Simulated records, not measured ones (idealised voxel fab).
You're looking at the process module voxel ribs on slabs.
This is section cut - it's 285 nm across, gridded in 5 nm square cells.
Cross-section spec: square-cell grid; bands listed top down; each band is one or more rows. In this notation a band is specified by the heights of its top and bottom, in that order and in nm, after which its materials appear from left to right, each paired with its width in nm. The word "throughout" attached to a single material means that material fills the band from edge to edge; the word "air" stands for empty space. Counting heights begins at 0, where everything beneath is, in the wafer as received, one material. The lowest band has no bottom; it goes on downwards, as "0 -> down" shows. The width entry "30 to 40" should be interpreted row by row: the top row of cells in the band takes the first number, the bottom row takes the second number, and the change between adjacent rows is uniform throughout. You'll sometimes find "nothing different" written for a step, and that's the way of saying that nowhere in the cross-section did a cell change during that step. "Enclosed void list" enumerates empty spaces isolated from the top, with no open way to it, that contain at least 8 cells, giving each as width x height at distance from the left edge, all three in nm. Read whatever lies past the settings on a step's line as the simulator's own remark about the step. The line of a step may include "overlay nm". On a step with a mask, this value is how far to the right of its planned place the mask lay. A negative value means the mask lay to the left.

## Process steps foreseen in the plan
1 RECEIVE [material Si]
2 DIRECTIONAL_DEP [material SiO2] [thk nm 30]
3 DIRECTIONAL_DEP [material SiN] [thk nm 20]
4 DIRECTIONAL_DEP [material aC] [thk nm 15]
5 PATTERN [tone cover] [mask id RIB] [material resist] [width nm 30] [thk nm 30] [overlay nm 0]
6 DIRECTIONAL_ETCH [etch materials aC] [depth nm 15]
7 STRIP [etch materials resist]
8 DIRECTIONAL_ETCH [etch materials SiN] [depth nm 5]
9 STRIP [etch materials aC]
10 DIRECTIONAL_DEP [material aC] [thk nm 15]
11 PATTERN [tone cover] [mask id SLAB] [material resist] [width nm 60] [thk nm 35] [overlay nm 0]
12 DIRECTIONAL_ETCH [etch materials aC] [depth nm 15]
13 STRIP [etch materials resist]
14 DIRECTIONAL_ETCH [etch materials SiN] [depth nm 15]
15 STRIP [etch materials aC]
16 FILL_DEP [material SiO2] [thk nm 25]
17 CMP [height nm 65]
18 DIRECTIONAL_DEP [material W] [thk nm 10]
19 PATTERN [tone cover] [mask id HEATER] [material resist] [width nm 40] [thk nm 20] [overlay nm 0]
20 DIRECTIONAL_ETCH [etch materials W] [depth nm 10]
21 STRIP [etch materials resist]
22 CONFORMAL_DEP [material SiN] [thk nm 10]

## as received, after step 1
- 0 -> down = Si throughout
- Enclosed void list: none

## The following cross-section depicts the wafer upon conclusion of the module. Processing commenced from the starting condition illustrated above and adhered to the plan illustrated above, save for one mistake in execution
- 85 -> 75 = air 105 nm, then SiN 70 nm, then air 110 nm
- 75 -> 65 = SiN 115 nm, then W 50 nm, then SiN 120 nm
- 65 -> 50 = SiO2 throughout
- 50 -> 45 = SiO2 125 nm, then SiN 30 nm, then SiO2 130 nm
- 45 -> 30 = SiO2 110 nm, then SiN 60 nm, then SiO2 115 nm
- 30 -> 0 = SiO2 throughout
- 0 -> down = Si throughout
- Enclosed void list: none
Heads up, the wafer didn't run the way we planned it: step 19 ran with different settings than intended, the actual operation and settings being PATTERN [tone cover] [mask id HEATER] [material resist] [width nm 50] [thk nm 20] [overlay nm 0]
